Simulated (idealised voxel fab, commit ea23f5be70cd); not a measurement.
voxel quadruple lines: a process module
Displayed cross-section: cut, width of 270 nm, square cells sized 5 nm.
Throughout this document, each cross-section is represented as a grid of square cells and is presented as a sequence of bands enumerated from the top downward, where a band comprises one or more rows of cells. It is stipulated that each band's entry specify, in nanometres, the height of the top of the band and then that of its bottom, followed by the materials of the band in left-to-right sequence, each together with its width in nanometres. A single material marked by the word "throughout" is understood to fill the band from edge to edge; the word "blank" is understood to denote empty space. A quick word on heights: they are counted from 0, and under that level the wafer as it came to us is one material throughout. The lowest band is different from the rest in having no bottom; it simply continues downward, written as in "0..down". Width "30->40": first value at the band's top row of cells, second value at its bottom row, equal change from row to row. A step reported as "remains unaltered" is a step in which no cell of the cross-section changed. Listed in "Fully enclosed voids": every empty space of 8 or more cells without an open way to the top. Form: width x height at distance, the distance being from the left edge, all in nm. after a step's settings: what the simulator itself notes on the step. overlay nm: right-of-plan distance of the mask on a masked step; negative values mean left-of-plan.

The following list gives the planned process steps:
1) RECEIVE,material Si
2) CONFORMAL_DEP,material SiO2,thk nm 10
3) DIRECTIONAL_DEP,material Ru,thk nm 10
4) DIRECTIONAL_DEP,material polySi,thk nm 15
5) DIRECTIONAL_DEP,material aC,thk nm 25
6) PATTERN,tone cover,mask id MANDREL,material resist,width nm 30,pitch nm 80,thk nm 30,overlay nm 0
7) DIRECTIONAL_ETCH,etch materials aC,depth nm 25
8) STRIP,etch materials resist
9) CONFORMAL_DEP,material SiO2,thk nm 10
10) DIRECTIONAL_ETCH,etch materials SiO2,depth nm 10
11) STRIP,etch materials aC
12) DIRECTIONAL_ETCH,etch materials polySi,depth nm 15
13) STRIP,etch materials SiO2
14) CONFORMAL_DEP,material SiCN,thk nm 10
15) DIRECTIONAL_ETCH,etch materials SiCN,depth nm 10
16) STRIP,etch materials polySi
17) DIRECTIONAL_ETCH,etch materials Ru,depth nm 10
18) STRIP,etch materials SiCN

Of two wafers, the first: run according to plan:

Delivered wafer in cross-section: state after step 1:
  0..down  Si throughout
  Fully enclosed voids: none

Sectional view: wafer, after step 2:
  10..0  SiO2 throughout
  Anything lower than 0 is untouched.

Sectional view: wafer, after step 3:
  20..10  Ru throughout
  Anything lower than 10 is untouched.

Sectional view: wafer, after step 4:
  35..20  polySi throughout
  Anything lower than 20 is untouched.

Sectional view: wafer, after step 5:
  60..35  aC throughout
  Anything lower than 35 is untouched.

Sectional view: wafer, after step 6:
  90..60  blank (80) / resist (30) / blank (50) / resist (30) / blank (80)
  Anything lower than 60 is untouched.

Sectional view: wafer, after step 7:
  65..60  blank (80) / resist (30) / blank (50) / resist (30) / blank (80)
  60..35  blank (80) / aC (30) / blank (50) / aC (30) / blank (80)
  Anything lower than 35 is untouched.

Sectional view: wafer, after step 8:
  60..35  blank (80) / aC (30) / blank (50) / aC (30) / blank (80)
  Anything lower than 35 is untouched.

Sectional view: wafer, after step 9:
  70..60  blank (70) / SiO2 (50) / blank (30) / SiO2 (50) / blank (70)
  60..45  blank (70) / SiO2 (10) / aC (30) / SiO2 (10) / blank (30) / SiO2 (10) / aC (30) / SiO2 (10) / blank (70)
  45..35  SiO2 (80) / aC (30) / SiO2 (50) / aC (30) / SiO2 (80)
  Anything lower than 35 is untouched.

Sectional view: wafer, after step 10:
  60..35  blank (70) / SiO2 (10) / aC (30) / SiO2 (10) / blank (30) / SiO2 (10) / aC (30) / SiO2 (10) / blank (70)
  Anything lower than 35 is untouched.

Sectional view: wafer, after step 11:
  60..35  blank (70) / SiO2 (10) / blank (30) / SiO2 (10) / blank (30) / SiO2 (10) / blank (30) / SiO2 (10) / blank (70)
  Anything lower than 35 is untouched.

Sectional view: wafer, after step 12:
  60..35  blank (70) / SiO2 (10) / blank (30) / SiO2 (10) / blank (30) / SiO2 (10) / blank (30) / SiO2 (10) / blank (70)
  35..20  blank (70) / polySi (10) / blank (30) / polySi (10) / blank (30) / polySi (10) / blank (30) / polySi (10) / blank (70)
  Anything lower than 20 is untouched.

Sectional view: wafer, after step 13:
  35..20  blank (70) / polySi (10) / blank (30) / polySi (10) / blank (30) / polySi (10) / blank (30) / polySi (10) / blank (70)
  Anything lower than 20 is untouched.

Sectional view: wafer, after step 14:
  45..35  blank (60) / SiCN (30) / blank (10) / SiCN (30) / blank (10) / SiCN (30) / blank (10) / SiCN (30) / blank (60)
  35..30  blank (60) / SiCN (10) / polySi (10) / SiCN (10) / blank (10) / SiCN (10) / polySi (10) / SiCN (10) / blank (10) / SiCN (10) / polySi (10) / SiCN (10) / blank (10) / SiCN (10) / polySi (10) / SiCN (10) / blank (60)
  30..20  SiCN (70) / polySi (10) / SiCN (30) / polySi (10) / SiCN (30) / polySi (10) / SiCN (30) / polySi (10) / SiCN (70)
  Anything lower than 20 is untouched.

Sectional view: wafer, after step 15:
  35..20  blank (60) / SiCN (10) / polySi (10) / SiCN (10) / blank (10) / SiCN (10) / polySi (10) / SiCN (10) / blank (10) / SiCN (10) / polySi (10) / SiCN (10) / blank (10) / SiCN (10) / polySi (10) / SiCN (10) / blank (60)
  Anything lower than 20 is untouched.

Sectional view: wafer, after step 16:
  35..20  blank (60) / SiCN (10) / blank (10) / SiCN (10) / blank (10) / SiCN (10) / blank (10) / SiCN (10) / blank (10) / SiCN (10) / blank (10) / SiCN (10) / blank (10) / SiCN (10) / blank (10) / SiCN (10) / blank (60)
  Anything lower than 20 is untouched.

Sectional view: wafer, after step 17:
  35..20  blank (60) / SiCN (10) / blank (10) / SiCN (10) / blank (10) / SiCN (10) / blank (10) / SiCN (10) / blank (10) / SiCN (10) / blank (10) / SiCN (10) / blank (10) / SiCN (10) / blank (10) / SiCN (10) / blank (60)
  20..10  blank (60) / Ru (10) / blank (10) / Ru (10) / blank (10) / Ru (10) / blank (10) / Ru (10) / blank (10) / Ru (10) / blank (10) / Ru (10) / blank (10) / Ru (10) / blank (10) / Ru (10) / blank (60)
  Anything lower than 10 is untouched.

Sectional view: wafer, after step 18:
  20..10  blank (60) / Ru (10) / blank (10) / Ru (10) / blank (10) / Ru (10) / blank (10) / Ru (10) / blank (10) / Ru (10) / blank (10) / Ru (10) / blank (10) / Ru (10) / blank (10) / Ru (10) / blank (60)
  Anything lower than 10 is untouched.

Wafer two. Same start, same plan, one slip in execution. Same as wafer one through step 1, inclusive:

Cross-section: second wafer, time at which step 2 was scheduled to end: remains unaltered

Cross-section: second wafer, time at which step 3 was scheduled to end:
  10..0  Ru throughout
  Anything lower than 0 is untouched.

Cross-section: second wafer, time at which step 4 was scheduled to end:
  25..10  polySi throughout
  Anything lower than 10 is untouched.

Cross-section: second wafer, time at which step 5 was scheduled to end:
  50..25  aC throughout
  Anything lower than 25 is untouched.

Cross-section: second wafer, time at which step 6 was scheduled to end:
  80..50  blank (80) / resist (30) / blank (50) / resist (30) / blank (80)
  Anything lower than 50 is untouched.

Cross-section: second wafer, time at which step 7 was scheduled to end:
  55..50  blank (80) / resist (30) / blank (50) / resist (30) / blank (80)
  50..25  blank (80) / aC (30) / blank (50) / aC (30) / blank (80)
  Anything lower than 25 is untouched.

Cross-section: second wafer, time at which step 8 was scheduled to end:
  50..25  blank (80) / aC (30) / blank (50) / aC (30) / blank (80)
  Anything lower than 25 is untouched.

Cross-section: second wafer, time at which step 9 was scheduled to end:
  60..50  blank (70) / SiO2 (50) / blank (30) / SiO2 (50) / blank (70)
  50..35  blank (70) / SiO2 (10) / aC (30) / SiO2 (10) / blank (30) / SiO2 (10) / aC (30) / SiO2 (10) / blank (70)
  35..25  SiO2 (80) / aC (30) / SiO2 (50) / aC (30) / SiO2 (80)
  Anything lower than 25 is untouched.

Cross-section: second wafer, time at which step 10 was scheduled to end:
  50..25  blank (70) / SiO2 (10) / aC (30) / SiO2 (10) / blank (30) / SiO2 (10) / aC (30) / SiO2 (10) / blank (70)
  Anything lower than 25 is untouched.

Cross-section: second wafer, time at which step 11 was scheduled to end:
  50..25  blank (70) / SiO2 (10) / blank (30) / SiO2 (10) / blank (30) / SiO2 (10) / blank (30) / SiO2 (10) / blank (70)
  Anything lower than 25 is untouched.

Cross-section: second wafer, time at which step 12 was scheduled to end:
  50..25  blank (70) / SiO2 (10) / blank (30) / SiO2 (10) / blank (30) / SiO2 (10) / blank (30) / SiO2 (10) / blank (70)
  25..10  blank (70) / polySi (10) / blank (30) / polySi (10) / blank (30) / polySi (10) / blank (30) / polySi (10) / blank (70)
  Anything lower than 10 is untouched.

Cross-section: second wafer, time at which step 13 was scheduled to end:
  25..10  blank (70) / polySi (10) / blank (30) / polySi (10) / blank (30) / polySi (10) / blank (30) / polySi (10) / blank (70)
  Anything lower than 10 is untouched.

Cross-section: second wafer, time at which step 14 was scheduled to end:
  35..25  blank (60) / SiCN (30) / blank (10) / SiCN (30) / blank (10) / SiCN (30) / blank (10) / SiCN (30) / blank (60)
  25..20  blank (60) / SiCN (10) / polySi (10) / SiCN (10) / blank (10) / SiCN (10) / polySi (10) / SiCN (10) / blank (10) / SiCN (10) / polySi (10) / SiCN (10) / blank (10) / SiCN (10) / polySi (10) / SiCN (10) / blank (60)
  20..10  SiCN (70) / polySi (10) / SiCN (30) / polySi (10) / SiCN (30) / polySi (10) / SiCN (30) / polySi (10) / SiCN (70)
  Anything lower than 10 is untouched.

Cross-section: second wafer, time at which step 15 was scheduled to end:
  25..10  blank (60) / SiCN (10) / polySi (10) / SiCN (10) / blank (10) / SiCN (10) / polySi (10) / SiCN (10) / blank (10) / SiCN (10) / polySi (10) / SiCN (10) / blank (10) / SiCN (10) / polySi (10) / SiCN (10) / blank (60)
  Anything lower than 10 is untouched.

Cross-section: second wafer, time at which step 16 was scheduled to end:
  25..10  blank (60) / SiCN (10) / blank (10) / SiCN (10) / blank (10) / SiCN (10) / blank (10) / SiCN (10) / blank (10) / SiCN (10) / blank (10) / SiCN (10) / blank (10) / SiCN (10) / blank (10) / SiCN (10) / blank (60)
  Anything lower than 10 is untouched.

Cross-section: second wafer, time at which step 17 was scheduled to end:
  25..10  blank (60) / SiCN (10) / blank (10) / SiCN (10) / blank (10) / SiCN (10) / blank (10) / SiCN (10) / blank (10) / SiCN (10) / blank (10) / SiCN (10) / blank (10) / SiCN (10) / blank (10) / SiCN (10) / blank (60)
  10..0  blank (60) / Ru (10) / blank (10) / Ru (10) / blank (10) / Ru (10) / blank (10) / Ru (10) / blank (10) / Ru (10) / blank (10) / Ru (10) / blank (10) / Ru (10) / blank (10) / Ru (10) / blank (60)
  Anything lower than 0 is untouched.

Cross-section: second wafer, time at which step 18 was scheduled to end:
  10..0  blank (60) / Ru (10) / blank (10) / Ru (10) / blank (10) / Ru (10) / blank (10) / Ru (10) / blank (10) / Ru (10) / blank (10) / Ru (10) / blank (10) / Ru (10) / blank (10) / Ru (10) / blank (60)
  Anything lower than 0 is untouched.
Finding, execution versus plan: heads up, step 2 of the plan was skipped and never actually ran
Wrapping up, a cell-based count of both wafers puts the second over or under the first for these materials: SiO2 -108
